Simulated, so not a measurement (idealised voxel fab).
Presented below is a process module, voxel tone inversion.
Xsec cut, 160 nm wide, square cell size 5 nm.
Reading order for cross-sections: top band down to bottom band. Underlying form: a grid of square cells. Band size: one or more rows of cells.
Each band's line starts with the height of the band's top and of its bottom, in nm. Then come its materials from left to right, each with its width in nm. One material with "full width" fills the band from edge to edge. "air" is empty space.
The level at which height equals 0 is the one under which the wafer, as it arrives, is entirely one material. No lower edge exists for the bottom band, which continues downward and is notated as in "0 nm and below".
A width given as "30->40" starts at the first number in the band's top row and ends at the second number in its bottom row, shifting by an equal amount at every step from row to row.
"no alterations made" -> step changed no cross-section cell.
Enclosed voids (no open way to top), threshold 8 cells or more, entry "Closed void listing", notation width x height at distance, distance from left edge, nm.
Past the settings on a step's line: simulator remark, on that step.
Each step line may optionally specify "overlay nm", which for a step with a mask gives the rightward distance between the mask's planned place and where it lay, a negative value indicating the leftward direction.

**Steps in the process plan**
1,op RECEIVE | material Si
2,op CONFORMAL_DEP | material SiN | thk nm 10
3,op DIRECTIONAL_DEP | material aC | thk nm 15
4,op PATTERN | tone cover | mask id POSTS | material resist | width nm 20 | pitch nm 50 | thk nm 20 | overlay nm -5
5,op DIRECTIONAL_ETCH | etch materials aC | depth nm 15
6,op STRIP | etch materials resist
7,op FILL_DEP | material SiO2 | thk nm 5
8,op CMP | height nm 25
9,op STRIP | etch materials aC
The plan shows the overlay nm of step 4 as the first wafer had it; this setting differs between the wafers, which start out alike.

**Cross-section of the first incoming wafer of several, state after step 1**
	0 nm and below  Si full width
	Closed void listing: none

**First wafer of several, cross-section, module end, after step 9 (last)**
	25 nm to 10 nm  15 of SiO2  20 of air  30 of SiO2  20 of air  30 of SiO2  20 of air  25 of SiO2
	10 nm to 0 nm  SiN full width
	0 nm and below  Si full width
	Closed void listing: none

**Cross-section, last wafer, module completion**
	25 nm to 10 nm  25 of SiO2  20 of air  30 of SiO2  20 of air  30 of SiO2  20 of air  15 of SiO2
	10 nm to 0 nm  SiN full width
	0 nm and below  Si full width
	Closed void listing: none

**Where each wafer stands at the end of the module, a row apiece: cells of each material gained (+) or lost (-) since it was received, then closed voids**
overlay nm -5, +64 SiN, +60 SiO2, Closed void listing: none
overlay nm 0, +64 SiN, +60 SiO2, Closed void listing: none
overlay nm 5, +64 SiN, +60 SiO2, Closed void listing: none
